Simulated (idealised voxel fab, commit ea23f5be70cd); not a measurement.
This is a process module. Its name is voxel gate over fins.
Section cut is 265 nm wide and gridded with 5 nm square cells.
Format of a cross-section: grid, square cells. Given as bands. Order: top down. Band: one or more rows of cells.
It is stipulated that each band's entry specify, in nanometres, the height of the top of the band and then that of its bottom, followed by the materials of the band in left-to-right sequence, each together with its width in nanometres. A single material marked by the word "full width" is understood to fill the band from edge to edge; the word "empty" is understood to denote empty space.
Where do heights start? At 0: under that level the wafer as delivered is made of one material only. And the lowest band has no floor; it just carries on downward, as in "0 -> down".
Quick explanation for "30..40": the width changes in equal steps down the rows of cells, from the first number in the band's top row to the second number in its bottom row.
Given "remained unchanged" for a step, no cell of the cross-section differs between before and after that step.
Entry "Voids lacking openings". Content: empty spaces with no open connection to the top, size 8 cells or greater. Each: width x height at distance. Distance: from left edge. Unit: nm.
Where a step's line continues beyond its settings, the continuation is a remark by the simulator itself on that step.
overlay nm: for a step with a mask, the amount by which the mask lay right of where it was planned; a negative amount means left of it.

Intended process steps
| 1 | op RECEIVE | material Si |
| 2 | op CONFORMAL_DEP | material SiN | thk nm 5 |
| 3 | op DIRECTIONAL_DEP | material aC | thk nm 10 |
| 4 | op PATTERN | tone cover | mask id FINS | material resist | width nm 15 | pitch nm 40 | thk nm 30 | overlay nm 0 |
| 5 | op DIRECTIONAL_ETCH | etch materials aC | depth nm 10 |
| 6 | op STRIP | etch materials resist |
| 7 | op DIRECTIONAL_ETCH | etch materials SiN | depth nm 5 |
| 8 | op DIRECTIONAL_ETCH | etch materials Si | depth nm 30 |
| 9 | op STRIP | etch materials aC |
| 10 | op OXIDIZE | depth nm 5 |
| 11 | op FILL_DEP | material SiO2 | thk nm 15 |
| 12 | op CMP | height nm 5 |
| 13 | op SELECTIVE_ETCH | etch materials SiO2 | depth nm 20 |
| 14 | op STRIP | etch materials SiN |
| 15 | op CONFORMAL_DEP | material HfO2 | thk nm 5 |
| 16 | op CONFORMAL_DEP | material TiN | thk nm 5 |
| 17 | op FILL_DEP | material W | thk nm 15 |
| 18 | op CMP | height nm 20 |
| 19 | op CONFORMAL_DEP | material SiN | thk nm 10 |
Variable across wafers: step 15 thk nm (plan value is that of the first wafer; starting state common to all).

Cross-section of the first of several wafers as received (after step 1)
    0 -> down | Si full width
    Voids lacking openings: none

Quick look at the cross-section of the first of several wafers after step 19, which wraps up the module
    30 -> 20 | SiN full width
    20 -> 10 | W full width
    10 -> 5 | 100 nm W, 25 nm TiN, 15 nm W, 25 nm TiN, 100 nm W
    5 -> 0 | 100 nm W, 5 nm TiN, 15 nm HfO2, 5 nm TiN, 15 nm W, 5 nm TiN, 15 nm HfO2, 5 nm TiN, 100 nm W
    0 -> -5 | 100 nm W, 5 nm TiN, 5 nm HfO2, 5 nm Si, 5 nm HfO2, 5 nm TiN, 15 nm W, 5 nm TiN, 5 nm HfO2, 5 nm Si, 5 nm HfO2, 5 nm TiN, 100 nm W
    -5 -> -10 | 105 nm TiN, 5 nm HfO2, 5 nm Si, 5 nm HfO2, 25 nm TiN, 5 nm HfO2, 5 nm Si, 5 nm HfO2, 105 nm TiN
    -10 -> -15 | 110 nm HfO2, 5 nm Si, 35 nm HfO2, 5 nm Si, 110 nm HfO2
    -15 -> -35 | 110 nm SiO2, 5 nm Si, 35 nm SiO2, 5 nm Si, 110 nm SiO2
    -35 -> down | Si full width
    Voids lacking openings: none

So this is the cross-section on the last wafer at the end of the module
    30 -> 20 | SiN full width
    20 -> 10 | 85 nm W, 5 nm TiN, 85 nm HfO2, 5 nm TiN, 85 nm W
    10 -> 5 | 90 nm TiN, 85 nm HfO2, 90 nm TiN
    5 -> 0 | HfO2 full width
    0 -> -15 | 110 nm HfO2, 5 nm Si, 35 nm HfO2, 5 nm Si, 110 nm HfO2
    -15 -> -35 | 110 nm SiO2, 5 nm Si, 35 nm SiO2, 5 nm Si, 110 nm SiO2
    -35 -> down | Si full width
    Voids lacking openings: none

Per wafer, end of module: cells gained (+) or lost (-) per material since receipt, then closed voids
thk nm 5, +65 HfO2, -357 Si, +106 SiN, +204 SiO2, +65 TiN, +235 W, Voids lacking openings: none
thk nm 10, +130 HfO2, -357 Si, +106 SiN, +204 SiO2, +65 TiN, +170 W, Voids lacking openings: none
thk nm 15, +195 HfO2, -357 Si, +106 SiN, +204 SiO2, +62 TiN, +108 W, Voids lacking openings: none
thk nm 20, +257 HfO2, -357 Si, +106 SiN, +204 SiO2, +40 TiN, +68 W, Voids lacking openings: none
